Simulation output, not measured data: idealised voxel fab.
voxel ribs on slabs: a process module
Section cut is 205 nm wide and gridded with 5 nm square cells.
If you're reading a cross-section in this doc, picture square cells in a grid; it comes to you as bands, top ones listed first down to the bottom, and a band can be one or more rows of cells.
For a band, the entry starts with two heights in nm, that of the top and then that of the bottom, and carries on with the band's materials in order from left to right, each alongside its width in nm; the word "all across" beside a single material means it fills the band edge to edge, and "empty" means empty space.
Counting heights begins at 0, where everything beneath is, in the wafer as received, one material. The lowest band has no bottom; it goes on downwards, as "0 -> down" shows.
A width given as "30..40" starts at the first number in the band's top row and ends at the second number in its bottom row, shifting by an equal amount at every step from row to row.
The designation "remained unchanged", where it is given for a processing step, indicates that no cell of the cross-section was altered in the course of that step.
"Closed void list": sealed empty spaces, 8 cells or more, no open way to top, listed width x height at distance, with distance from the left edge and width, height and distance in nm.
What comes after the settings on a step's line is commentary from the simulator itself on that step.
The optional step-line setting "overlay nm" applies to steps with a mask and quantifies how far to the right of its planned location the mask lay, a negative value indicating leftward placement.
# Below is the list of planned process steps
step 1: RECEIVE | material Si
step 2: DIRECTIONAL_DEP | material SiO2 | thk nm 30
step 3: DIRECTIONAL_DEP | material polySi | thk nm 15
step 4: PATTERN | tone cover | mask id RIB | material resist | width nm 30 | thk nm 20 | overlay nm 0
step 5: DIRECTIONAL_ETCH | etch materials polySi | depth nm 5
step 6: STRIP | etch materials resist
step 7: PATTERN | tone cover | mask id SLAB | material resist | width nm 80 | thk nm 20 | overlay nm 0
step 8: DIRECTIONAL_ETCH | etch materials polySi | depth nm 10
step 9: STRIP | etch materials resist
step 10: FILL_DEP | material SiO2 | thk nm 20
step 11: CMP | height nm 60
step 12: DIRECTIONAL_DEP | material TiN | thk nm 10
step 13: DIRECTIONAL_DEP | material aC | thk nm 15
step 14: PATTERN | tone cover | mask id HEATER | material resist | width nm 40 | thk nm 35 | overlay nm 0
step 15: DIRECTIONAL_ETCH | etch materials aC | depth nm 15
step 16: STRIP | etch materials resist
step 17: DIRECTIONAL_ETCH | etch materials TiN | depth nm 10
step 18: STRIP | etch materials aC
step 19: CONFORMAL_DEP | material SiN | thk nm 5
# Shown in cross-section is the wafer as received, that is, as it stands after step 1
	0 -> down: Si all across
	Closed void list: none
# The module was run from the start shown above using the plan shown above, but one mistake was made doing it; the resulting wafer cross-section is below
	75 -> 70: empty (75), then SiN (50), then empty (80)
	70 -> 65: empty (75), then SiN (5), then TiN (40), then SiN (5), then empty (80)
	65 -> 60: SiN (80), then TiN (40), then SiN (85)
	60 -> 50: SiO2 all across
	50 -> 45: SiO2 (85), then polySi (30), then SiO2 (90)
	45 -> 35: SiO2 (60), then polySi (80), then SiO2 (65)
	35 -> 0: SiO2 all across
	0 -> down: Si all across
	Closed void list: none
So what did we get wrong on this run? step 2, actual vs plan mismatch, actual run DIRECTIONAL_DEP | material SiO2 | thk nm 35
